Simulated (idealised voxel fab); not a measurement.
process module | voxel transistor to metal
cross-section cut | 210 nm wide | cells 5 nm
A cross-section is a grid of square cells, given in bands from the top down. A band is one or more rows of cells.
Each band's line starts with the height of the band's top and of its bottom, in nm. Then come its materials from left to right, each with its width in nm. One material with "throughout" fills the band from edge to edge. "air" is empty space.
Height 0 is the level under which the wafer as received is all one material. The lowest band goes on downwards, as in "0 down".
A width such as "30 to 40" changes by the same amount from each row of cells to the next, from the band's top row to its bottom row.
"no change" after a step means that no cell of the cross-section changed.
closed voids: empty space of 8 cells or more with no open way to the top, each as width x height at its distance from the left edge, in nm
after a step's settings: what the simulator itself notes on the step
overlay nm, on a step with a mask: how far to the right of its planned place the mask lay; to the left if negative
plan
1 op RECEIVE | material Si
2 op OXIDIZE | depth nm 5
3 op CONFORMAL_DEP | material SiN | thk nm 10
4 op DIRECTIONAL_DEP | material aC | thk nm 10
5 op PATTERN | tone cover | mask id ACTIVE | material resist | width nm 120 | thk nm 25 | overlay nm 0
6 op DIRECTIONAL_ETCH | etch materials aC | depth nm 10
7 op STRIP | etch materials resist
8 op DIRECTIONAL_ETCH | etch materials SiN | depth nm 10
9 op DIRECTIONAL_ETCH | etch materials SiO2 | depth nm 5
10 op DIRECTIONAL_ETCH | etch materials Si | depth nm 30
11 op STRIP | etch materials aC
12 op OXIDIZE | depth nm 5
13 op FILL_DEP | material SiO2 | thk nm 5
14 op CMP | height nm 10
15 op SELECTIVE_ETCH | etch materials SiO2 | depth nm 5
16 op STRIP | etch materials SiN
17 op SELECTIVE_ETCH | etch materials SiO2 | depth nm 5
18 op OXIDIZE | depth nm 5
19 op DIRECTIONAL_DEP | material polySi | thk nm 20
20 op DIRECTIONAL_DEP | material SiCN | thk nm 10
21 op DIRECTIONAL_DEP | material aC | thk nm 10
22 op PATTERN | tone cover | mask id GATE | material resist | width nm 30 | thk nm 30 | overlay nm 0
23 op DIRECTIONAL_ETCH | etch materials aC | depth nm 10
24 op STRIP | etch materials resist
25 op DIRECTIONAL_ETCH | etch materials SiCN | depth nm 20
26 op DIRECTIONAL_ETCH | etch materials polySi | depth nm 30
27 op STRIP | etch materials aC
28 op CONFORMAL_DEP | material SiO2 | thk nm 5
29 op DIRECTIONAL_ETCH | etch materials SiO2 | depth nm 5
30 op CONFORMAL_DEP | material SiN | thk nm 10
31 op DIRECTIONAL_ETCH | etch materials SiN | depth nm 10
32 op DIRECTIONAL_ETCH | etch materials SiO2 | depth nm 5
33 op DIRECTIONAL_ETCH | etch materials Si | depth nm 5
34 op EPI | material pSi | thk nm 10
35 op FILL_DEP | material SiO2 | thk nm 10
36 op CMP | height nm 15
37 op STRIP | etch materials polySi
38 op SELECTIVE_ETCH | etch materials SiO2 | depth nm 5
39 op CONFORMAL_DEP | material HfO2 | thk nm 5
40 op CONFORMAL_DEP | material TiN | thk nm 5
41 op FILL_DEP | material W | thk nm 10
42 op CMP | height nm 10
43 op DIRECTIONAL_DEP | material SiO2 | thk nm 15
44 op DIRECTIONAL_DEP | material aC | thk nm 15
45 op PATTERN | tone open | mask id CONTACT | material resist | width nm 15 | pitch nm 85 | thk nm 35 | overlay nm 0
46 op DIRECTIONAL_ETCH | etch materials aC | depth nm 15
47 op STRIP | etch materials resist
48 op DIRECTIONAL_ETCH | etch materials SiO2 | depth nm 25
49 op STRIP | etch materials aC
50 op CONFORMAL_DEP | material TiN | thk nm 5
51 op FILL_DEP | material W | thk nm 10
52 op CMP | height nm 25
53 op CONFORMAL_DEP | material SiN | thk nm 5
54 op DIRECTIONAL_DEP | material SiO2 | thk nm 20
55 op MASKED_ETCH | tone open | mask id METAL_1 | width nm 15 | pitch nm 85 | etch materials SiO2 | depth nm 20 | overlay nm 0
56 op MASKED_ETCH | tone open | mask id METAL_1 | width nm 15 | pitch nm 85 | etch materials SiN | depth nm 5 | overlay nm 0
57 op CONFORMAL_DEP | material TiN | thk nm 5
58 op FILL_DEP | material Cu | thk nm 10
59 op CMP | height nm 50
60 op CONFORMAL_DEP | material SiCN | thk nm 5
61 op DIRECTIONAL_DEP | material SiO2 | thk nm 25
62 op DIRECTIONAL_DEP | material aC | thk nm 10
63 op PATTERN | tone open | mask id METAL_2 | material resist | width nm 15 | pitch nm 85 | thk nm 30 | overlay nm 0
64 op DIRECTIONAL_ETCH | etch materials aC | depth nm 10
65 op STRIP | etch materials resist
66 op DIRECTIONAL_ETCH | etch materials SiO2 | depth nm 15
67 op STRIP | etch materials aC
68 op PATTERN | tone open | mask id METAL_2_HOLES | material resist | width nm 15 | pitch nm 85 | thk nm 15 | overlay nm 0
69 op DIRECTIONAL_ETCH | etch materials SiO2 | depth nm 10
70 op DIRECTIONAL_ETCH | etch materials SiCN | depth nm 5
71 op STRIP | etch materials resist
72 op CONFORMAL_DEP | material TiN | thk nm 5
73 op FILL_DEP | material Cu | thk nm 5
74 op CMP | height nm 80
75 op CONFORMAL_DEP | material SiN | thk nm 5
as received, after step 1
  0 down: Si throughout
  closed voids: none
first wafer at the end, as planned
  85 to 80: SiN throughout
  80 to 55: SiO2 55 | TiN 5 | Cu 5 | TiN 5 | SiO2 70 | TiN 5 | Cu 5 | TiN 5 | SiO2 55
  55 to 50: SiCN 55 | TiN 15 | SiCN 70 | TiN 15 | SiCN 55
  50 to 30: SiO2 55 | TiN 5 | Cu 5 | TiN 5 | SiO2 70 | TiN 5 | Cu 5 | TiN 5 | SiO2 55
  30 to 25: SiN 55 | TiN 15 | SiN 70 | TiN 15 | SiN 55
  25 to 10: SiO2 55 | TiN 5 | W 5 | TiN 5 | SiO2 70 | TiN 5 | W 5 | TiN 5 | SiO2 55
  10 to 5: SiO2 55 | TiN 5 | W 5 | TiN 5 | SiO2 5 | SiN 10 | HfO2 5 | TiN 5 | W 20 | TiN 5 | HfO2 5 | SiN 10 | SiO2 5 | TiN 5 | W 5 | TiN 5 | SiO2 55
  5 to 0: SiO2 55 | TiN 15 | SiO2 5 | SiN 10 | HfO2 5 | TiN 5 | W 20 | TiN 5 | HfO2 5 | SiN 10 | SiO2 5 | TiN 15 | SiO2 55
  0 to -5: SiO2 45 | SiN 10 | pSi 20 | SiN 10 | HfO2 5 | TiN 30 | HfO2 5 | SiN 10 | pSi 20 | SiN 10 | SiO2 45
  -5 to -10: SiO2 55 | pSi 20 | SiO2 10 | HfO2 40 | SiO2 10 | pSi 20 | SiO2 55
  -10 to -15: SiO2 50 | Si 5 | pSi 20 | Si 60 | pSi 20 | Si 5 | SiO2 50
  -15 to -40: SiO2 50 | Si 110 | SiO2 50
  -40 down: Si throughout
  closed voids: none
second wafer at the end: like start, like plan, one mistake
  85 to 80: SiN throughout
  80 to 55: SiO2 55 | TiN 5 | Cu 5 | TiN 5 | SiO2 70 | TiN 5 | Cu 5 | TiN 5 | SiO2 55
  55 to 50: SiCN 55 | TiN 15 | SiCN 70 | TiN 15 | SiCN 55
  50 to 30: SiO2 55 | SiN 5 | Cu 5 | SiN 5 | SiO2 70 | SiN 5 | Cu 5 | SiN 5 | SiO2 55
  30 to 25: SiN throughout
  25 to 10: SiO2 55 | TiN 5 | W 5 | TiN 5 | SiO2 70 | TiN 5 | W 5 | TiN 5 | SiO2 55
  10 to 5: SiO2 55 | TiN 5 | W 5 | TiN 5 | SiO2 5 | SiN 10 | HfO2 5 | TiN 5 | W 20 | TiN 5 | HfO2 5 | SiN 10 | SiO2 5 | TiN 5 | W 5 | TiN 5 | SiO2 55
  5 to 0: SiO2 55 | TiN 15 | SiO2 5 | SiN 10 | HfO2 5 | TiN 5 | W 20 | TiN 5 | HfO2 5 | SiN 10 | SiO2 5 | TiN 15 | SiO2 55
  0 to -5: SiO2 45 | SiN 10 | pSi 20 | SiN 10 | HfO2 5 | TiN 30 | HfO2 5 | SiN 10 | pSi 20 | SiN 10 | SiO2 45
  -5 to -10: SiO2 55 | pSi 20 | SiO2 10 | HfO2 40 | SiO2 10 | pSi 20 | SiO2 55
  -10 to -15: SiO2 50 | Si 5 | pSi 20 | Si 60 | pSi 20 | Si 5 | SiO2 50
  -15 to -40: SiO2 50 | Si 110 | SiO2 50
  -40 down: Si throughout
  closed voids: none
what went wrong: step 57 ran as: op CONFORMAL_DEP | material SiN | thk nm 5
at the end the second wafer has, in cells: 22 more of SiN | 22 fewer of TiN
